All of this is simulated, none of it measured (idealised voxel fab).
process module | voxel ribs on slabs
cross-section cut | 275 nm wide | cells 5 nm
A cross-section is a grid of square cells, given in bands from the top down. A band is one or more rows of cells.
Each band's line starts with the height of the band's top and of its bottom, in nm. Then come its materials from left to right, each with its width in nm. One material with "throughout" fills the band from edge to edge. "air" is empty space.
Height 0 is the level under which the wafer as received is all one material. The lowest band goes on downwards, as in "0 down".
A width such as "30 to 40" changes by the same amount from each row of cells to the next, from the band's top row to its bottom row.
"no change" after a step means that no cell of the cross-section changed.
closed voids: empty space of 8 cells or more with no open way to the top, each as width x height at its distance from the left edge, in nm
after a step's settings: what the simulator itself notes on the step
overlay nm, on a step with a mask: how far to the right of its planned place the mask lay; to the left if negative
plan
1 op RECEIVE | material Si
2 op DIRECTIONAL_DEP | material SiO2 | thk nm 30
3 op DIRECTIONAL_DEP | material polySi | thk nm 25
4 op MASKED_ETCH | tone cover | mask id RIB | width nm 15 | etch materials polySi | depth nm 15 | overlay nm 0
5 op PATTERN | tone cover | mask id SLAB | material resist | width nm 75 | thk nm 15 | overlay nm 0
6 op DIRECTIONAL_ETCH | etch materials polySi | depth nm 10
7 op STRIP | etch materials resist
8 op FILL_DEP | material SiO2 | thk nm 25
9 op CMP | height nm 75
10 op DIRECTIONAL_DEP | material W | thk nm 5
11 op DIRECTIONAL_DEP | material aC | thk nm 15
12 op PATTERN | tone cover | mask id HEATER | material resist | width nm 25 | thk nm 30 | overlay nm 0
13 op DIRECTIONAL_ETCH | etch materials aC | depth nm 15
14 op STRIP | etch materials resist
15 op DIRECTIONAL_ETCH | etch materials W | depth nm 5
16 op STRIP | etch materials aC
17 op CONFORMAL_DEP | material SiO2 | thk nm 10
first wafer, as planned
as received, after step 1
  0 down: Si throughout
  closed voids: none
after step 2
  30 to 0: SiO2 throughout
  below 0: unchanged
after step 3
  55 to 30: polySi throughout
  below 30: unchanged
after step 4
  55 to 40: air 130 | polySi 15 | air 130
  below 40: unchanged
after step 5
  70 to 55: air 100 | resist 75 | air 100
  55 to 40: air 100 | resist 30 | polySi 15 | resist 30 | air 100
  below 40: unchanged
after step 6
  70 to 55: air 100 | resist 75 | air 100
  55 to 40: air 100 | resist 30 | polySi 15 | resist 30 | air 100
  40 to 30: air 100 | polySi 75 | air 100
  below 30: unchanged
after step 7
  55 to 40: air 130 | polySi 15 | air 130
  below 40: unchanged
after step 8
  80 to 55: SiO2 throughout
  55 to 40: SiO2 130 | polySi 15 | SiO2 130
  40 to 30: SiO2 100 | polySi 75 | SiO2 100
  below 30: unchanged
after step 9
  75 to 55: SiO2 throughout
  below 55: unchanged
after step 10
  80 to 75: W throughout
  below 75: unchanged
after step 11
  95 to 80: aC throughout
  below 80: unchanged
after step 12
  125 to 95: air 125 | resist 25 | air 125
  below 95: unchanged
after step 13
  110 to 95: air 125 | resist 25 | air 125
  95 to 80: air 125 | aC 25 | air 125
  below 80: unchanged
after step 14
  95 to 80: air 125 | aC 25 | air 125
  below 80: unchanged
after step 15
  95 to 80: air 125 | aC 25 | air 125
  80 to 75: air 125 | W 25 | air 125
  below 75: unchanged
after step 16
  80 to 75: air 125 | W 25 | air 125
  below 75: unchanged
after step 17
  90 to 85: air 115 | SiO2 45 | air 115
  85 to 80: SiO2 throughout
  80 to 75: SiO2 125 | W 25 | SiO2 125
  below 75: unchanged
second wafer: like start, like plan, one mistake. Through step 11 it matches the first wafer
when step 12 should have ended
  125 to 95: air 130 | resist 25 | air 120
  below 95: unchanged
when step 13 should have ended
  110 to 95: air 130 | resist 25 | air 120
  95 to 80: air 130 | aC 25 | air 120
  below 80: unchanged
when step 14 should have ended
  95 to 80: air 130 | aC 25 | air 120
  below 80: unchanged
when step 15 should have ended
  95 to 80: air 130 | aC 25 | air 120
  80 to 75: air 130 | W 25 | air 120
  below 75: unchanged
when step 16 should have ended
  80 to 75: air 130 | W 25 | air 120
  below 75: unchanged
when step 17 should have ended
  90 to 85: air 120 | SiO2 45 | air 110
  85 to 80: SiO2 throughout
  80 to 75: SiO2 130 | W 25 | SiO2 120
  below 75: unchanged
what went wrong: step 12 ran as: op PATTERN | tone cover | mask id HEATER | material resist | width nm 25 | thk nm 30 | overlay nm 5
at the end the second wafer has, in cells: as many of each material as the first, in other places
